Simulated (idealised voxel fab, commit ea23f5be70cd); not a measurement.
The following process module bears the name voxel self aligned contacts.
Square cells of 5 nm make up the cross-section cut, whose width is 170 nm.
Cross-section spec: square-cell grid; bands listed top down; each band is one or more rows.
What a band's entry tells you: where the top is and where the bottom is, as heights in nm, and after that what lies inside, material by material from left to right, each with its width in nm. Empty space is written as the word "empty", and a single material marked with the word "full width" occupies the band from edge to edge.
Below 0: as-received wafer, all one material; heights counted from there. Lowest band: no bottom, goes on down, written "top 0, no bottom".
Note: "30 to 40" means the width goes from the first number (top row of the band) to the second number (bottom row) in equal steps per row of cells.
"changes: none", as given for a step, is the statement that not any cell of the cross-section underwent a change during that step.
"Enclosed void listing" contains a list of empty spaces, each no smaller than 8 cells and without an open way to the top, written in the form width x height at distance with the distance from the left edge and all three in nm.
It should be noted that, on the line of a given step, the content following the step's settings is a remark produced by the simulator itself with respect to that step.
The "overlay nm" setting may appear on a step's line; for a step that uses a mask, it gives how far to the right of its planned position the mask lay, and a negative value indicates the left.
The steps planned for the process are as follows:
1: op RECEIVE | material Si
2: op CONFORMAL_DEP | material SiO2 | thk nm 5
3: op DIRECTIONAL_DEP | material polySi | thk nm 30
4: op DIRECTIONAL_DEP | material SiN | thk nm 20
5: op MASKED_ETCH | tone cover | mask id GATE | width nm 35 | pitch nm 70 | etch materials SiN | depth nm 20 | overlay nm 0
6: op MASKED_ETCH | tone cover | mask id GATE | width nm 35 | pitch nm 70 | etch materials polySi | depth nm 30 | overlay nm 0
7: op CONFORMAL_DEP | material SiN | thk nm 5
8: op DIRECTIONAL_ETCH | etch materials SiN | depth nm 5
9: op FILL_DEP | material SiO2 | thk nm 20
10: op CMP | height nm 65
11: op MASKED_ETCH | tone open | mask id CONTACT | width nm 45 | etch materials SiO2 | depth nm 65 | overlay nm 0
12: op CONFORMAL_DEP | material TiN | thk nm 5
13: op FILL_DEP | material Ru | thk nm 10
14: op CMP | height nm 65
15: op CONFORMAL_DEP | material SiCN | thk nm 5
Cross-section of the wafer as it came to us, i.e., already through step 1:
	top 0, no bottom | Si full width
	Enclosed void listing: none
Cross-sectional view of the first of the two wafers upon completion of the module, processed in accordance with the plan:
	top 70, bottom 65 | SiCN full width
	top 65, bottom 55 | SiO2=60, then TiN=5 to 15, then Ru=35 to 15, then TiN=5 to 15, then SiO2=65
	top 55, bottom 35 | SiO2=25, then SiN=45, then TiN=5, then Ru=15, then TiN=5, then SiN=45, then SiO2=30
	top 35, bottom 5 | SiO2=25, then SiN=5, then polySi=35, then SiN=5, then TiN=5, then Ru=15, then TiN=5, then SiN=5, then polySi=35, then SiN=5, then SiO2=30
	top 5, bottom 0 | SiO2=70, then TiN=25, then SiO2=75
	top 0, no bottom | Si full width
	Enclosed void listing: none
Cross-sectional view of the second of two wafers upon completion of the module. This wafer shared its starting condition and process plan with the first; one error was made during its execution:
	top 70, bottom 65 | SiCN full width
	top 65, bottom 55 | SiO2=60, then TiN=5 to 15, then Ru=35 to 15, then TiN=5 to 15, then SiO2=65
	top 55, bottom 30 | SiO2=25, then SiN=5, then polySi=35, then SiN=5, then TiN=5, then Ru=15, then TiN=5, then SiN=5, then polySi=35, then SiN=5, then SiO2=30
	top 30, bottom 25 | SiO2=25, then SiN=5, then polySi=35, then SiN=5, then TiN=25, then SiN=5, then polySi=35, then SiN=5, then SiO2=30
	top 25, bottom 5 | polySi full width
	top 5, bottom 0 | SiO2 full width
	top 0, no bottom | Si full width
	Enclosed void listing: none
It is concluded that the wafer was processed incorrectly with respect to the plan, in that rather than as planned, step 4 actually ran as op DIRECTIONAL_DEP | material polySi | thk nm 20
Cell-count delta at end, second wafer over first, by material: 15 fewer of Ru, 72 fewer of SiN, 39 fewer of SiO2, 10 fewer of TiN, 136 more of polySi
